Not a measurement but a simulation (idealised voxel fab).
voxel wiring stack: a process module
Section cut is 235 nm wide and gridded with 5 nm square cells.
Notation: cross-section as square-cell grid; stated in bands, top first, going down; one or more cell rows per band. Heads up on the band format: heights come first, top then bottom, in nm. After that it's the materials left to right, each with its width in nm. A single material flagged "all across" fills the whole band edge to edge, and "blank" means there's empty space there. All heights in this document are referenced to 0, defined as the level beneath which the wafer, as received, consists entirely of one material. The lowest band is not bounded below; it extends indefinitely downward and is written in the form "0..down". A two-number width, for instance "30 to 40", indicates that the width is equal to the first number in the top row of the band and to the second number in the bottom row, and that it changes by a constant amount per row of cells. The cross-section has no changed cell in any step marked "nothing was modified". Heads up: "Enclosed void listing" only lists the empty pockets with no open path to the top that are 8 cells or more, and it writes them as width x height at distance, distance from the left edge, in nm. On each step's line, the part that comes after the settings is the simulator's own comment on the step. The line of a step may include "overlay nm". On a step with a mask, this value is how far to the right of its planned place the mask lay. A negative value means the mask lay to the left.

Planned process steps
1,RECEIVE with material Si
2,CONFORMAL_DEP with material SiO2, thk nm 10
3,CONFORMAL_DEP with material SiCN, thk nm 5
4,DIRECTIONAL_DEP with material lowk, thk nm 15
5,DIRECTIONAL_DEP with material aC, thk nm 15
6,PATTERN with tone open, mask id METAL_1, material resist, width nm 25, pitch nm 50, thk nm 30, overlay nm 0
7,DIRECTIONAL_ETCH with etch materials aC, depth nm 15
8,STRIP with etch materials resist
9,DIRECTIONAL_ETCH with etch materials lowk, depth nm 15
10,DIRECTIONAL_ETCH with etch materials SiCN, depth nm 5
11,STRIP with etch materials aC
12,CONFORMAL_DEP with material TiN, thk nm 5
13,FILL_DEP with material Cu, thk nm 10
14,CMP with height nm 30
15,CONFORMAL_DEP with material SiCN, thk nm 5
16,DIRECTIONAL_DEP with material lowk, thk nm 15
17,DIRECTIONAL_DEP with material aC, thk nm 10
18,PATTERN with tone open, mask id PLUG_1, material resist, width nm 15, pitch nm 50, thk nm 30, overlay nm 0
19,DIRECTIONAL_ETCH with etch materials aC, depth nm 10
20,STRIP with etch materials resist
21,DIRECTIONAL_ETCH with etch materials lowk, depth nm 15
22,DIRECTIONAL_ETCH with etch materials SiCN, depth nm 5
23,STRIP with etch materials aC
24,CONFORMAL_DEP with material TiN, thk nm 5
25,FILL_DEP with material Cu, thk nm 5
26,CMP with height nm 50
27,CONFORMAL_DEP with material SiCN, thk nm 5
28,DIRECTIONAL_DEP with material SiO2, thk nm 20
29,PATTERN with tone open, mask id METAL_2, material resist, width nm 25, pitch nm 50, thk nm 20, overlay nm 0
30,DIRECTIONAL_ETCH with etch materials SiO2, depth nm 20
31,DIRECTIONAL_ETCH with etch materials SiCN, depth nm 5
32,STRIP with etch materials resist
33,CONFORMAL_DEP with material TiN, thk nm 5
34,FILL_DEP with material W, thk nm 10
35,CMP with height nm 75
36,CONFORMAL_DEP with material SiCN, thk nm 5
37,DIRECTIONAL_DEP with material SiO2, thk nm 25
38,DIRECTIONAL_DEP with material aC, thk nm 15
39,PATTERN with tone open, mask id METAL_3, material resist, width nm 25, pitch nm 50, thk nm 35, overlay nm -15
40,DIRECTIONAL_ETCH with etch materials aC, depth nm 15
41,STRIP with etch materials resist
42,DIRECTIONAL_ETCH with etch materials SiO2, depth nm 15
43,STRIP with etch materials aC
44,PATTERN with tone open, mask id METAL_3_HOLES, material resist, width nm 15, pitch nm 50, thk nm 15, overlay nm 0
45,DIRECTIONAL_ETCH with etch materials SiO2, depth nm 10
46,DIRECTIONAL_ETCH with etch materials SiCN, depth nm 5
47,STRIP with etch materials resist
48,CONFORMAL_DEP with material TiN, thk nm 5
49,FILL_DEP with material Ru, thk nm 10
50,CMP with height nm 105
51,CONFORMAL_DEP with material SiCN, thk nm 5
Same starting wafers, different overlay nm at step 39. Plan value belongs to the first wafer.

First of several wafers, received after step 1, in cross-section
> 0..down: Si all across
> Enclosed void listing: none

The table below has one row for each wafer; a row shows, as of the end of the module, how many cells of each material the wafer has gained, marked (+), or lost, marked (-), since it was received, and then the wafer's closed voids
overlay nm -15; +24 Cu; +14 Ru; +205 SiCN; +435 SiO2; +98 TiN; +24 W; +234 lowk; Enclosed void listing: none
overlay nm -10; +24 Cu; +18 Ru; +203 SiCN; +435 SiO2; +96 TiN; +24 W; +234 lowk; Enclosed void listing: none
overlay nm -5; +24 Cu; +18 Ru; +203 SiCN; +435 SiO2; +96 TiN; +24 W; +234 lowk; Enclosed void listing: none
overlay nm 0; +24 Cu; +18 Ru; +203 SiCN; +435 SiO2; +96 TiN; +24 W; +234 lowk; Enclosed void listing: none
overlay nm 5; +24 Cu; +14 Ru; +205 SiCN; +435 SiO2; +98 TiN; +24 W; +234 lowk; Enclosed void listing: none
overlay nm 10; +24 Cu; +16 Ru; +207 SiCN; +435 SiO2; +94 TiN; +24 W; +234 lowk; Enclosed void listing: none
overlay nm 15; +24 Cu; +18 Ru; +209 SiCN; +435 SiO2; +90 TiN; +24 W; +234 lowk; Enclosed void listing: none
